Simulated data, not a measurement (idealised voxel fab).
Process module under the name voxel local oxidation
FYI the section here is cut, 270 nm wide, cells are 5 nm squares.
When this document writes out a cross-section, it uses a grid of square cells and lists it as bands, beginning at the top and moving down, with a band standing for one or more rows of cells. This entry defines a band. It first specifies the height of the band's top and the height of its bottom in nm, and then specifies the band's materials from left to right, stating each material with its width in nm. The word "everywhere" identifies a single material that fills the band from edge to edge, while the word "air" identifies empty space. We count height from 0. Below that, the starting wafer is all one material. The lowest band never ends at the bottom but goes on down; see "0 down" for how that is written. The two numbers in a width such as "30..40" mark its ends across the band: the first belongs to the top row of cells, the second to the bottom row, and from each row to the next the width moves by the same amount. No cell of the cross-section changed in a step that is given as "remains unaltered". You'll see "Internal closed voids" listing empty spaces that have no way open to the top, as long as they're 8 cells or more; the notation is width x height at distance, where the distance is from the left edge, and all of it is in nm. If you see something after the settings on a step's line, that's the simulator's own remark about that step. overlay nm: on a step with a mask, how far right of its planned place the mask lay; negative means left.

**This section lists the process steps that were planned**
1,RECEIVE with material Si
2,CONFORMAL_DEP with material SiO2, thk nm 5
3,CONFORMAL_DEP with material SiN, thk nm 10
4,PATTERN with tone cover, mask id ACTIVE, material resist, width nm 110, thk nm 20, overlay nm 0
5,DIRECTIONAL_ETCH with etch materials SiN, depth nm 10
6,STRIP with etch materials resist
7,SELECTIVE_ETCH with etch materials SiO2, depth nm 5
8,OXIDIZE with depth nm 10
9,STRIP with etch materials SiN

**Incoming wafer in cross-section (state: after step 1)**
> 0 down: Si everywhere
> Internal closed voids: none

**Post-module cross-section of the first of two wafers (run per plan)**
> 5 to 0: air (85), SiO2 (100), air (85)
> 0 to -10: SiO2 (95), Si (80), SiO2 (95)
> -10 down: Si everywhere
> Internal closed voids: none

**End of module, second wafer, cross-section. Started like the first, planned like the first, run with one mistake**
> 5 to 0: air (85), SiO2 (100), air (85)
> 0 to -15: SiO2 (100), Si (70), SiO2 (100)
> -15 down: Si everywhere
> Internal closed voids: none
Where did the run depart from the plan? contrary to plan, step 8 was performed as OXIDIZE with depth nm 15
Wafer comparison, final, in cells, second relative to first, materials more or fewer: Si -44, SiO2 +44
